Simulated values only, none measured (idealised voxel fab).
The process module presented herein is designated voxel trench capacitor.
Square cells of 5 nm make up the cross-section cut, whose width is 235 nm.
In this document a cross-section is written as a grid of square cells. It is given as a series of bands, listed from the top down, and a band is one or more rows of cells. The band entry comprises the height of the band's top followed by the height of its bottom, expressed in nm, and subsequently the band's materials from left to right, each stated together with its width in nm. Where a single material is marked with the word "edge to edge", that material fills the band from edge to edge. The word "blank" represents empty space. Ref level 0: as-received wafer is one material below here. Bottom band extends down with no lower bound ("0 and below"). A width such as "30->40" changes by the same amount from each row of cells to the next, from the band's top row to its bottom row. You'll sometimes find "no modification" written for a step, and that's the way of saying that nowhere in the cross-section did a cell change during that step. Each empty space that has no open way to the top and spans at least 8 cells appears under "Enclosed empty spaces" as width x height at distance, the distance counted from the left edge, all in nm. What comes after the settings on a step's line is commentary from the simulator itself on that step. overlay nm: how far to the right of its planned place the mask lay on this masked step (negative: to the left).

### List of planned process steps
1. RECEIVE, material Si
2. CONFORMAL_DEP, material SiN, thk nm 5
3. MASKED_ETCH, tone open, mask id TRENCH, width nm 25, pitch nm 55, etch materials SiN, depth nm 5, overlay nm 0
4. MASKED_ETCH, tone open, mask id TRENCH, width nm 25, pitch nm 55, etch materials Si, depth nm 40, overlay nm 0
5. CONFORMAL_DEP, material Al2O3, thk nm 5
6. FILL_DEP, material polySi, thk nm 10
7. CMP, height nm 5

### As-received state of the wafer in cross-section, equivalent to post-step 1
* 0 and below  Si edge to edge
* Enclosed empty spaces: none

### Module complete - cross-section of the first of two wafers, run according to plan
* 5 down to 0  50 SiN  5 Al2O3  15 polySi  5 Al2O3  30 SiN  5 Al2O3  15 polySi  5 Al2O3  30 SiN  5 Al2O3  15 polySi  5 Al2O3  50 SiN
* 0 down to -35  50 Si  5 Al2O3  15 polySi  5 Al2O3  30 Si  5 Al2O3  15 polySi  5 Al2O3  30 Si  5 Al2O3  15 polySi  5 Al2O3  50 Si
* -35 down to -40  50 Si  25 Al2O3  30 Si  25 Al2O3  30 Si  25 Al2O3  50 Si
* -40 and below  Si edge to edge
* Enclosed empty spaces: none

### Cross-section of the latter of the two wafers at module completion. It had an identical start and an identical plan to the former; in running it, one mistake was made
* -5 down to -35  50 Si  5 Al2O3  15 polySi  5 Al2O3  30 Si  5 Al2O3  15 polySi  5 Al2O3  30 Si  5 Al2O3  15 polySi  5 Al2O3  50 Si
* -35 down to -40  50 Si  25 Al2O3  30 Si  25 Al2O3  30 Si  25 Al2O3  50 Si
* -40 and below  Si edge to edge
* Enclosed empty spaces: none
Here's what went sideways: step 7 did not happen as planned, as run it was CMP, height nm -5
At the finish, the second wafer shows more or fewer cells for some materials than the first does: Al2O3 -12 | Si -32 | SiN -32 | polySi -18
